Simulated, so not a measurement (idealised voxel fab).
Presented below is a process module, voxel transistor to metal.
In the cross-section labelled cut, the width is 180 nm and each square cell is 5 nm.
Cross-sections here: square-cell grids, written as top-down lists of bands, a band being one or more rows of cells.
Within each band entry, the heights of the top and of the bottom of the band appear first, in that order and in nm; the materials of the band then follow from left to right, each with its corresponding width in nm. The designation "throughout" on a single material indicates that it fills the band from edge to edge; the designation "empty" indicates empty space.
It should be noted that heights are counted from 0, beneath which the wafer as supplied is of one material throughout, and that the lowest band possesses no lower boundary but continues downward, as written in "0..down".
You'd read "30 to 40" like this: the band's top row of cells is as wide as the first number, its bottom row is as wide as the second, and going down, every row changes width by the same amount as the row before did.
You'll sometimes find "nothing altered" written for a step, and that's the way of saying that nowhere in the cross-section did a cell change during that step.
So "Closed void table" is basically the list of trapped voids: any empty space of 8 cells or more that can't reach the top through an opening. They're written width x height at distance, the distance being from the left edge, and it's all nm.
Whatever follows a step's settings on its line is a remark the simulator itself makes about that step.
The optional step-line setting "overlay nm" applies to steps with a mask and quantifies how far to the right of its planned location the mask lay, a negative value indicating leftward placement.
-- The following list gives the planned process steps
- 1: RECEIVE, material Si
- 2: CONFORMAL_DEP, material SiO2, thk nm 5
- 3: CONFORMAL_DEP, material SiN, thk nm 10
- 4: PATTERN, tone cover, mask id ACTIVE, material resist, width nm 105, thk nm 20, overlay nm 0
- 5: DIRECTIONAL_ETCH, etch materials SiN, depth nm 10
- 6: DIRECTIONAL_ETCH, etch materials SiO2, depth nm 5
- 7: DIRECTIONAL_ETCH, etch materials Si, depth nm 20
- 8: STRIP, etch materials resist
- 9: OXIDIZE, depth nm 5
- 10: FILL_DEP, material SiO2, thk nm 10
- 11: CMP, height nm 15
- 12: SELECTIVE_ETCH, etch materials SiO2, depth nm 5
- 13: STRIP, etch materials SiN
- 14: SELECTIVE_ETCH, etch materials SiO2, depth nm 5
- 15: OXIDIZE, depth nm 5
- 16: DIRECTIONAL_DEP, material polySi, thk nm 20
- 17: DIRECTIONAL_DEP, material SiCN, thk nm 10
- 18: PATTERN, tone cover, mask id GATE, material resist, width nm 25, thk nm 20, overlay nm 0
- 19: DIRECTIONAL_ETCH, etch materials SiCN, depth nm 20
- 20: DIRECTIONAL_ETCH, etch materials polySi, depth nm 30
- 21: STRIP, etch materials resist
- 22: CONFORMAL_DEP, material SiN, thk nm 10
- 23: DIRECTIONAL_ETCH, etch materials SiN, depth nm 10
- 24: DIRECTIONAL_ETCH, etch materials SiO2, depth nm 5
- 25: DIRECTIONAL_ETCH, etch materials Si, depth nm 10
- 26: EPI, material nSi, thk nm 10
- 27: FILL_DEP, material SiO2, thk nm 10
- 28: CMP, height nm 30
- 29: DIRECTIONAL_DEP, material SiO2, thk nm 10
- 30: DIRECTIONAL_DEP, material aC, thk nm 15
- 31: PATTERN, tone open, mask id CONTACT, material resist, width nm 25, pitch nm 60, thk nm 35, overlay nm 0
- 32: DIRECTIONAL_ETCH, etch materials aC, depth nm 15
- 33: STRIP, etch materials resist
- 34: DIRECTIONAL_ETCH, etch materials SiO2, depth nm 45
- 35: STRIP, etch materials aC
- 36: CONFORMAL_DEP, material TiN, thk nm 5
- 37: FILL_DEP, material Ru, thk nm 10
- 38: CMP, height nm 40
- 39: DIRECTIONAL_DEP, material TiN, thk nm 5
- 40: DIRECTIONAL_DEP, material W, thk nm 25
- 41: DIRECTIONAL_DEP, material aC, thk nm 15
- 42: PATTERN, tone cover, mask id METAL_1, material resist, width nm 15, pitch nm 70, thk nm 35, overlay nm 0
- 43: DIRECTIONAL_ETCH, etch materials aC, depth nm 15
- 44: STRIP, etch materials resist
- 45: DIRECTIONAL_ETCH, etch materials W, depth nm 25
- 46: DIRECTIONAL_ETCH, etch materials TiN, depth nm 5
- 47: STRIP, etch materials aC
- 48: CONFORMAL_DEP, material SiN, thk nm 5
- 49: FILL_DEP, material lowk, thk nm 10
- 50: CMP, height nm 70
- 51: CONFORMAL_DEP, material SiCN, thk nm 5
- 52: DIRECTIONAL_DEP, material lowk, thk nm 30
- 53: DIRECTIONAL_DEP, material aC, thk nm 15
- 54: PATTERN, tone open, mask id METAL_2, material resist, width nm 15, pitch nm 70, thk nm 35, overlay nm 0
- 55: DIRECTIONAL_ETCH, etch materials aC, depth nm 15
- 56: STRIP, etch materials resist
- 57: DIRECTIONAL_ETCH, etch materials lowk, depth nm 15
- 58: STRIP, etch materials aC
- 59: MASKED_ETCH, tone open, mask id METAL_2_HOLES, width nm 15, pitch nm 70, etch materials lowk, depth nm 15, overlay nm 0
- 60: MASKED_ETCH, tone open, mask id METAL_2_HOLES, width nm 15, pitch nm 70, etch materials SiCN, depth nm 5, overlay nm 0
- 61: CONFORMAL_DEP, material TiN, thk nm 5
- 62: FILL_DEP, material Cu, thk nm 10
- 63: CMP, height nm 105
- 64: CONFORMAL_DEP, material SiCN, thk nm 5
-- So this is the incoming wafer in cross-section - it's already been through step 1
  0..down = Si throughout
  Closed void table: none
-- Here's the cross-section of the first of our two wafers at the end of the module - it ran as planned
  110..105 = SiCN throughout
  105..75 = 45 nm lowk; 5 nm TiN; 5 nm Cu; 5 nm TiN; 55 nm lowk; 5 nm TiN; 5 nm Cu; 5 nm TiN; 50 nm lowk
  75..70 = 45 nm SiCN; 15 nm TiN; 55 nm SiCN; 15 nm TiN; 50 nm SiCN
  70..45 = 40 nm lowk; 5 nm SiN; 15 nm W; 5 nm SiN; 45 nm lowk; 5 nm SiN; 15 nm W; 5 nm SiN; 45 nm lowk
  45..40 = 45 nm SiN; 15 nm TiN; 55 nm SiN; 15 nm TiN; 50 nm SiN
  40..30 = 45 nm SiO2; 5 nm TiN; 15 to 10 nm Ru; 5 to 10 nm TiN; 35 nm SiO2; 5 to 10 nm TiN; 15 to 10 nm Ru; 5 nm TiN; 50 nm SiO2
  30..20 = 45 nm SiO2; 5 nm TiN; 10 nm Ru; 5 nm TiN; 10 nm SiN; 25 nm SiCN; 10 nm SiN; 5 nm TiN; 10 nm Ru; 5 nm TiN; 50 nm SiO2
  20..10 = 45 nm SiO2; 5 nm TiN; 10 nm Ru; 5 nm TiN; 10 nm SiN; 25 nm polySi; 10 nm SiN; 5 nm TiN; 10 nm Ru; 5 nm TiN; 50 nm SiO2
  10..5 = 45 nm SiO2; 20 nm TiN; 10 nm SiN; 25 nm polySi; 10 nm SiN; 20 nm TiN; 50 nm SiO2
  5..0 = 30 nm SiO2; 10 nm SiN; 5 nm SiO2; 10 nm TiN; 10 nm nSi; 10 nm SiN; 25 nm polySi; 10 nm SiN; 10 nm nSi; 10 nm TiN; 5 nm SiO2; 10 nm SiN; 35 nm SiO2
  0..-5 = 45 nm SiO2; 10 nm TiN; 10 nm nSi; 45 nm SiO2; 10 nm nSi; 10 nm TiN; 50 nm SiO2
  -5..-15 = 40 nm SiO2; 25 nm nSi; 45 nm Si; 25 nm nSi; 45 nm SiO2
  -15..-25 = 40 nm SiO2; 95 nm Si; 45 nm SiO2
  -25..down = Si throughout
  Closed void table: none
-- Same start, same plan as the first wafer - but one mistake in the run. Cross-section of the second of the two at the end of the module
  110..105 = SiCN throughout
  105..75 = 45 nm lowk; 5 nm TiN; 5 nm Cu; 5 nm TiN; 55 nm lowk; 5 nm TiN; 5 nm Cu; 5 nm TiN; 50 nm lowk
  75..70 = 45 nm SiCN; 15 nm TiN; 55 nm SiCN; 15 nm TiN; 50 nm SiCN
  70..45 = 40 nm lowk; 5 nm SiN; 15 nm W; 5 nm SiN; 45 nm lowk; 5 nm SiN; 15 nm W; 5 nm SiN; 45 nm lowk
  45..40 = 45 nm SiN; 15 nm TiN; 55 nm SiN; 15 nm TiN; 50 nm SiN
  40..30 = 40 nm SiO2; 5 nm TiN; 15 nm Ru; 5 nm TiN; 35 nm SiO2; 5 to 15 nm TiN; 15 to 5 nm Ru; 5 nm TiN; 55 nm SiO2
  30..20 = 40 nm SiO2; 5 nm TiN; 15 nm Ru; 5 nm TiN; 10 nm SiN; 25 nm SiCN; 10 nm SiN; 5 nm TiN; 5 nm Ru; 5 nm TiN; 55 nm SiO2
  20..10 = 40 nm SiO2; 5 nm TiN; 15 nm Ru; 5 nm TiN; 10 nm SiN; 25 nm polySi; 10 nm SiN; 5 nm TiN; 5 nm Ru; 5 nm TiN; 55 nm SiO2
  10..5 = 40 nm SiO2; 5 nm TiN; 5 nm Ru; 15 nm TiN; 10 nm SiN; 25 nm polySi; 10 nm SiN; 15 nm TiN; 55 nm SiO2
  5..0 = 30 nm SiO2; 10 nm SiN; 5 nm TiN; 5 nm Ru; 5 nm TiN; 10 nm nSi; 10 nm SiN; 25 nm polySi; 10 nm SiN; 10 nm nSi; 5 nm TiN; 10 nm SiO2; 10 nm SiN; 35 nm SiO2
  0..-5 = 40 nm SiO2; 15 nm TiN; 10 nm nSi; 45 nm SiO2; 10 nm nSi; 5 nm TiN; 55 nm SiO2
  -5..-15 = 40 nm SiO2; 25 nm nSi; 45 nm Si; 25 nm nSi; 45 nm SiO2
  -15..-25 = 40 nm SiO2; 95 nm Si; 45 nm SiO2
  -25..down = Si throughout
  Closed void table: none
what went wrong: for step 31, the planned setting was not used; the step was instead run as PATTERN, tone open, mask id CONTACT, material resist, width nm 25, pitch nm 60, thk nm 35, overlay nm -5
It is noted that, at the conclusion of processing, the second wafer exhibits a higher or lower cell count for certain materials relative to the first: Ru: 2 more, TiN: 2 fewer
